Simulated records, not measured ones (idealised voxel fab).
The document below concerns the process module designated voxel released beams.
220 nm wide, 5 nm square cells: that's cross-section cut.
When this document writes out a cross-section, it uses a grid of square cells and lists it as bands, beginning at the top and moving down, with a band standing for one or more rows of cells. A band entry consists of two parts. The first gives the height of the band's top and the height of its bottom, in nm. The rest lists the band's materials from left to right, each with its width in nm. A single material labelled with the word "edge to edge" fills the band from edge to edge, and the word "empty" marks empty space. Beneath 0, the wafer as received is one material, and that level is where height counting begins. The lowest band goes on downward without a bottom; it is written like "z 0 and below". Width "30->40": first value at the band's top row of cells, second value at its bottom row, equal change from row to row. The cross-section has no changed cell in any step marked "remains unaltered". Basically, "Sealed-off cavities" tells you about the enclosed voids: empty spaces with no open way to the top, 8 cells or bigger, each written width x height at distance, where distance is from the left edge, all in nm. The remark found on a step's line after its settings is issued by the simulator itself and pertains to that step. On any step carrying a mask, the "overlay nm" setting, if present on the step's line, tells how far right of its planned place the mask lay; negative values point to the left.
### Set out below are the planned steps of the process
step 1: RECEIVE [material Si]
step 2: CONFORMAL_DEP [material Al2O3] [thk nm 5]
step 3: DIRECTIONAL_DEP [material SiO2] [thk nm 10]
step 4: PATTERN [tone open] [mask id ANCHOR] [material resist] [width nm 35] [thk nm 15] [overlay nm 0]
step 5: DIRECTIONAL_ETCH [etch materials SiO2] [depth nm 10]
step 6: STRIP [etch materials resist]
step 7: CONFORMAL_DEP [material polySi] [thk nm 15]
step 8: DIRECTIONAL_DEP [material aC] [thk nm 15]
step 9: PATTERN [tone cover] [mask id BEAM] [material resist] [width nm 85] [thk nm 30] [overlay nm 0]
step 10: DIRECTIONAL_ETCH [etch materials aC] [depth nm 15]
step 11: STRIP [etch materials resist]
step 12: DIRECTIONAL_ETCH [etch materials polySi] [depth nm 15]
step 13: STRIP [etch materials aC]
step 14: STRIP [etch materials SiO2]
The wafers are alike at the start. At step 2, their thk nm differs. The plan lists the first wafer's value.
### Cut through the first of several wafers as received, post step 1
z 0 and below = Si edge to edge
Sealed-off cavities: none
### End of module: cross-section of the first of several wafers after step 14, the last step
z 30 to 20 = 65 of empty  20 of polySi  5 of empty  60 of polySi  70 of empty
z 20 to 15 = 65 of empty  85 of polySi  70 of empty
z 15 to 5 = 70 of empty  35 of polySi  115 of empty
z 5 to 0 = Al2O3 edge to edge
z 0 and below = Si edge to edge
Sealed-off cavities: none
### Final wafer of several, shown in cross-section at the end of the module
z 50 to 40 = 65 of empty  20 of polySi  5 of empty  60 of polySi  70 of empty
z 40 to 35 = 65 of empty  85 of polySi  70 of empty
z 35 to 25 = 70 of empty  35 of polySi  115 of empty
z 25 to 0 = Al2O3 edge to edge
z 0 and below = Si edge to edge
Sealed-off cavities: none
### Each row below is a wafer at the end of the module, listing for every material the number of cells it has gained (+) or lost (-) since it was received, followed by its closed voids
thk nm 5; +44 Al2O3; +63 polySi; Sealed-off cavities: none
thk nm 10; +88 Al2O3; +63 polySi; Sealed-off cavities: none
thk nm 15; +132 Al2O3; +63 polySi; Sealed-off cavities: none
thk nm 20; +176 Al2O3; +63 polySi; Sealed-off cavities: none
thk nm 25; +220 Al2O3; +63 polySi; Sealed-off cavities: none
